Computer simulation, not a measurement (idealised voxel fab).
You're looking at the process module voxel ribs on slabs.
The cross-section on display is named cut; it measures 195 nm wide, and its cells are 5 nm squares.
Reading order for cross-sections: top band down to bottom band. Underlying form: a grid of square cells. Band size: one or more rows of cells.
Quick guide to a band line: top height, bottom height (nm) up front; then every material left to right with its width in nm. Only one material and it's marked "throughout"? Then it fills the band edge to edge. And "blank" just means empty space.
Ref level 0: as-received wafer is one material below here. Bottom band extends down with no lower bound ("0 nm and below").
Think of "30 to 40" as a width that walks from the first number to the second as you go down the band, top row to bottom row, taking equal-sized steps from row to row.
For the purposes of this document, the phrase "no alteration" attached to a step denotes that no cell within the cross-section was modified by that step.
The entry titled "Cavities, closed" provides the empty spaces that have no open way to the top, restricted to those of 8 cells or more. Each is presented as width x height at distance, the distance being measured from the left edge, with all three in nm.
Anything after a step's settings on that line? It's the simulator's own note about the step.
overlay nm: mask offset rightward from planned place, masked step; negative means leftward offset.

Plan
- 1: op RECEIVE | material Si
- 2: op DIRECTIONAL_DEP | material SiO2 | thk nm 25
- 3: op DIRECTIONAL_DEP | material SiN | thk nm 20
- 4: op PATTERN | tone cover | mask id RIB | material resist | width nm 15 | thk nm 15 | overlay nm 0
- 5: op DIRECTIONAL_ETCH | etch materials SiN | depth nm 5
- 6: op STRIP | etch materials resist
- 7: op MASKED_ETCH | tone cover | mask id SLAB | width nm 85 | etch materials SiN | depth nm 15 | overlay nm 0
- 8: op FILL_DEP | material SiO2 | thk nm 20
- 9: op CMP | height nm 60
- 10: op DIRECTIONAL_DEP | material W | thk nm 10
- 11: op DIRECTIONAL_DEP | material aC | thk nm 10
- 12: op PATTERN | tone cover | mask id HEATER | material resist | width nm 35 | thk nm 30 | overlay nm 0
- 13: op DIRECTIONAL_ETCH | etch materials aC | depth nm 10
- 14: op STRIP | etch materials resist
- 15: op DIRECTIONAL_ETCH | etch materials W | depth nm 10
- 16: op STRIP | etch materials aC
- 17: op CONFORMAL_DEP | material SiO2 | thk nm 10
varied across the wafers: width nm of step 4. The plan shows the first wafer's value. All wafers start alike

Sectional view: first of several wafers, as received, after step 1
0 nm and below = Si throughout
Cavities, closed: none

Per wafer (row), end of module: delta in cells per material since receipt, (+) for gained, (-) for lost; closed voids after that
width nm 15 | +54 SiN | +500 SiO2 | +14 W | Cavities, closed: none
width nm 20 | +55 SiN | +499 SiO2 | +14 W | Cavities, closed: none
width nm 25 | +56 SiN | +498 SiO2 | +14 W | Cavities, closed: none
width nm 30 | +57 SiN | +497 SiO2 | +14 W | Cavities, closed: none
width nm 35 | +58 SiN | +496 SiO2 | +14 W | Cavities, closed: none
width nm 40 | +59 SiN | +495 SiO2 | +14 W | Cavities, closed: none
